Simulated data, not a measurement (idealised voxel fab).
Process module under the name voxel local oxidation
Section cut is 175 nm wide and gridded with 5 nm square cells.
Just so we're on the same page, the cross-sections are grids of square cells, and they're listed out in bands top to bottom, each band one or more rows deep.
Band: top and bottom heights (nm) first, top before bottom; then materials from left to right, widths in nm. "edge to edge" marks a sole material filling the band edge to edge. "empty" denotes empty space.
Below 0: as-received wafer, all one material; heights counted from there. Lowest band: no bottom, goes on down, written "0 down".
With a width like "30 to 40", each row of cells in the band differs from the next by the same amount, the top row carrying the first number and the bottom row the second.
For the purposes of this document, the phrase "remains unaltered" attached to a step denotes that no cell within the cross-section was modified by that step.
What "Enclosed voids" gives you is every empty space of 8 cells or more that is cut off from the top. Each appears as width x height at distance, with the distance taken from the left edge and width, height and distance all in nm.
Text after the settings on a step's line: the simulator's own remark on that step.
"overlay nm" on a masked step: distance the mask lay right of its planned place, negative for left.
plan
step 1: RECEIVE: material Si
step 2: OXIDIZE: depth nm 5
step 3: CONFORMAL_DEP: material SiN, thk nm 10
step 4: MASKED_ETCH: tone cover, mask id ACTIVE, width nm 115, etch materials SiN, depth nm 10, overlay nm 0
step 5: SELECTIVE_ETCH: etch materials SiO2, depth nm 5
step 6: OXIDIZE: depth nm 15
step 7: STRIP: etch materials SiN
Cross-section, incoming material, after step 1
> 0 down: Si edge to edge
> Enclosed voids: none
The first of the two wafers as seen in cross-section once the module was finished; processing followed the plan
> 0 to -5: empty=35, SiO2=105, empty=35
> -5 to -20: SiO2=50, Si=75, SiO2=50
> -20 down: Si edge to edge
> Enclosed voids: none
Second wafer cross-section at end of module - shared start and plan with the first, one mistake in the run
> 0 to -5: empty=45, SiO2=105, empty=25
> -5 to -20: SiO2=60, Si=75, SiO2=40
> -20 down: Si edge to edge
> Enclosed voids: none
What broke from the plan during processing? for step 4, the planned setting was not used; the step was instead run as MASKED_ETCH: tone cover, mask id ACTIVE, width nm 115, etch materials SiN, depth nm 10, overlay nm 10
At the end, the second wafer has the same number of cells of each material as the first, but those cells sit in other places.
